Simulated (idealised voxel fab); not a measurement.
process module | voxel self aligned vias
cross-section cut | 185 nm wide | cells 5 nm
A cross-section is a grid of square cells, given in bands from the top down. A band is one or more rows of cells.
Each band's line starts with the height of the band's top and of its bottom, in nm. Then come its materials from left to right, each with its width in nm. One material with "throughout" fills the band from edge to edge. "air" is empty space.
Height 0 is the level under which the wafer as received is all one material. The lowest band goes on downwards, as in "0 down".
A width such as "30 to 40" changes by the same amount from each row of cells to the next, from the band's top row to its bottom row.
"no change" after a step means that no cell of the cross-section changed.
closed voids: empty space of 8 cells or more with no open way to the top, each as width x height at its distance from the left edge, in nm
after a step's settings: what the simulator itself notes on the step
overlay nm, on a step with a mask: how far to the right of its planned place the mask lay; to the left if negative
plan
1 op RECEIVE | material Si
2 op CONFORMAL_DEP | material SiO2 | thk nm 10
3 op CONFORMAL_DEP | material SiCN | thk nm 5
4 op DIRECTIONAL_DEP | material SiO2 | thk nm 30
5 op DIRECTIONAL_DEP | material aC | thk nm 10
6 op PATTERN | tone open | mask id LINES | material resist | width nm 15 | pitch nm 70 | thk nm 30 | overlay nm 0
7 op DIRECTIONAL_ETCH | etch materials aC | depth nm 10
8 op STRIP | etch materials resist
9 op DIRECTIONAL_ETCH | etch materials SiO2 | depth nm 30
10 op STRIP | etch materials aC
11 op CONFORMAL_DEP | material TiN | thk nm 5
12 op FILL_DEP | material W | thk nm 10
13 op CMP | height nm 45
14 op SELECTIVE_ETCH | etch materials W Ru TiN | depth nm 10
15 op FILL_DEP | material SiN | thk nm 10
16 op CMP | height nm 45
17 op DIRECTIONAL_DEP | material SiO2 | thk nm 20
18 op MASKED_ETCH | tone open | mask id VIAS | width nm 40 | pitch nm 70 | etch materials SiO2 | depth nm 20 | overlay nm 0
19 op MASKED_ETCH | tone open | mask id VIAS | width nm 40 | pitch nm 70 | etch materials SiN | depth nm 10 | overlay nm 0
20 op CONFORMAL_DEP | material TiN | thk nm 5
21 op FILL_DEP | material Cu | thk nm 10
22 op CMP | height nm 65
23 op CONFORMAL_DEP | material SiCN | thk nm 5
varied across the wafers: width nm of step 6. The plan shows the first wafer's value. All wafers start alike
first wafer as received, after step 1
  0 down: Si throughout
  closed voids: none
first wafer at the end, after step 23
  70 to 65: SiCN throughout
  65 to 50: SiO2 35 | TiN 5 | Cu 30 | TiN 5 | SiO2 30 | TiN 5 | Cu 30 | TiN 5 | SiO2 40
  50 to 40: SiO2 35 to 50 | TiN 20 to 5 | Cu 5 | TiN 15 to 5 | SiO2 30 to 55 | TiN 20 to 5 | Cu 5 | TiN 15 to 5 | SiO2 40 to 50
  40 to 35: SiO2 50 | TiN 15 | SiO2 55 | TiN 15 | SiO2 50
  35 to 20: SiO2 50 | TiN 5 | W 5 | TiN 5 | SiO2 55 | TiN 5 | W 5 | TiN 5 | SiO2 50
  20 to 15: SiO2 50 | TiN 15 | SiO2 55 | TiN 15 | SiO2 50
  15 to 10: SiCN throughout
  10 to 0: SiO2 throughout
  0 down: Si throughout
  closed voids: none
last wafer at the end
  70 to 65: SiCN throughout
  65 to 50: SiO2 35 | TiN 5 | Cu 30 | TiN 5 | SiO2 30 | TiN 5 | Cu 30 | TiN 5 | SiO2 40
  50 to 40: SiO2 35 to 40 | TiN 10 to 5 | Cu 25 | TiN 5 | SiO2 30 to 35 | TiN 10 to 5 | Cu 25 | TiN 5 | SiO2 40
  40 to 35: SiO2 40 | TiN 35 | SiO2 35 | TiN 35 | SiO2 40
  35 to 20: SiO2 40 | TiN 5 | W 25 | TiN 5 | SiO2 35 | TiN 5 | W 25 | TiN 5 | SiO2 40
  20 to 15: SiO2 40 | TiN 35 | SiO2 35 | TiN 35 | SiO2 40
  15 to 10: SiCN throughout
  10 to 0: SiO2 throughout
  0 down: Si throughout
  closed voids: none
each wafer at the end: cells of each material gained (+) or lost (-) since it was received, then its closed voids
width nm 15 | +40 Cu | +74 SiCN | +344 SiO2 | +54 TiN | +6 W | closed voids: none
width nm 20 | +44 Cu | +74 SiCN | +332 SiO2 | +56 TiN | +12 W | closed voids: none
width nm 25 | +48 Cu | +74 SiCN | +320 SiO2 | +58 TiN | +18 W | closed voids: none
width nm 30 | +52 Cu | +74 SiCN | +308 SiO2 | +60 TiN | +24 W | closed voids: none
width nm 35 | +56 Cu | +74 SiCN | +296 SiO2 | +62 TiN | +30 W | closed voids: none
